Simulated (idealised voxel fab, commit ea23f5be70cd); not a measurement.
Name of the process module below: voxel ribs on slabs
This is section cut - it's 270 nm across, gridded in 5 nm square cells.
Each cross-section below is a grid of square cells, stated as bands in top-down order, with one or more rows of cells making up each band.
Band: top and bottom heights (nm) first, top before bottom; then materials from left to right, widths in nm. "full width" marks a sole material filling the band edge to edge. "empty" denotes empty space.
Heights are reckoned from 0. Under this level, the received wafer is all of one material. The bottommost band is open-ended downward, for example "0 -> down".
With a width like "30..40", each row of cells in the band differs from the next by the same amount, the top row carrying the first number and the bottom row the second.
"no modification", as given for a step, is the statement that not any cell of the cross-section underwent a change during that step.
"Voids, fully enclosed" specifies each empty space that is not open to the top and that occupies no fewer than 8 cells, using the form width x height at distance, the distance measured from the left edge and all three quantities in nm.
Formally, on a step line, whatever follows the settings is a remark that the simulator itself makes on the step.
Each step line may optionally specify "overlay nm", which for a step with a mask gives the rightward distance between the mask's planned place and where it lay, a negative value indicating the leftward direction.
PROCESS STEPS FORESEEN IN THE PLAN
step 1: op RECEIVE | material Si
step 2: op DIRECTIONAL_DEP | material SiO2 | thk nm 20
step 3: op DIRECTIONAL_DEP | material SiN | thk nm 25
step 4: op MASKED_ETCH | tone cover | mask id RIB | width nm 25 | etch materials SiN | depth nm 5 | overlay nm 0
step 5: op MASKED_ETCH | tone cover | mask id SLAB | width nm 85 | etch materials SiN | depth nm 20 | overlay nm 0
step 6: op FILL_DEP | material SiO2 | thk nm 25
step 7: op CMP | height nm 60
step 8: op DIRECTIONAL_DEP | material W | thk nm 10
step 9: op DIRECTIONAL_DEP | material aC | thk nm 10
step 10: op PATTERN | tone cover | mask id HEATER | material resist | width nm 35 | thk nm 25 | overlay nm 0
step 11: op DIRECTIONAL_ETCH | etch materials aC | depth nm 10
step 12: op STRIP | etch materials resist
step 13: op DIRECTIONAL_ETCH | etch materials W | depth nm 10
step 14: op STRIP | etch materials aC
step 15: op CONFORMAL_DEP | material SiN | thk nm 5
CROSS-SECTION OF THE INCOMING WAFER, STATE AFTER STEP 1
* 0 -> down = Si full width
* Voids, fully enclosed: none
BELOW IS THE WAFER IN CROSS-SECTION AFTER THE MODULE WAS COMPLETED. IT BEGAN FROM THE STARTING POINT SHOWN ABOVE AND FOLLOWED THE PLAN SHOWN ABOVE, EXCEPT THAT ONE MISTAKE WAS MADE WHILE RUNNING IT
* 75 -> 70 = 110 of empty / 45 of SiN / 115 of empty
* 70 -> 65 = 110 of empty / 5 of SiN / 35 of W / 5 of SiN / 115 of empty
* 65 -> 60 = 115 of SiN / 35 of W / 120 of SiN
* 60 -> 45 = SiO2 full width
* 45 -> 40 = 125 of SiO2 / 20 of SiN / 125 of SiO2
* 40 -> 20 = 90 of SiO2 / 85 of SiN / 95 of SiO2
* 20 -> 0 = SiO2 full width
* 0 -> down = Si full width
* Voids, fully enclosed: none
Deviation from plan: contrary to plan, step 4 was performed as op MASKED_ETCH | tone cover | mask id RIB | width nm 20 | etch materials SiN | depth nm 5 | overlay nm 0
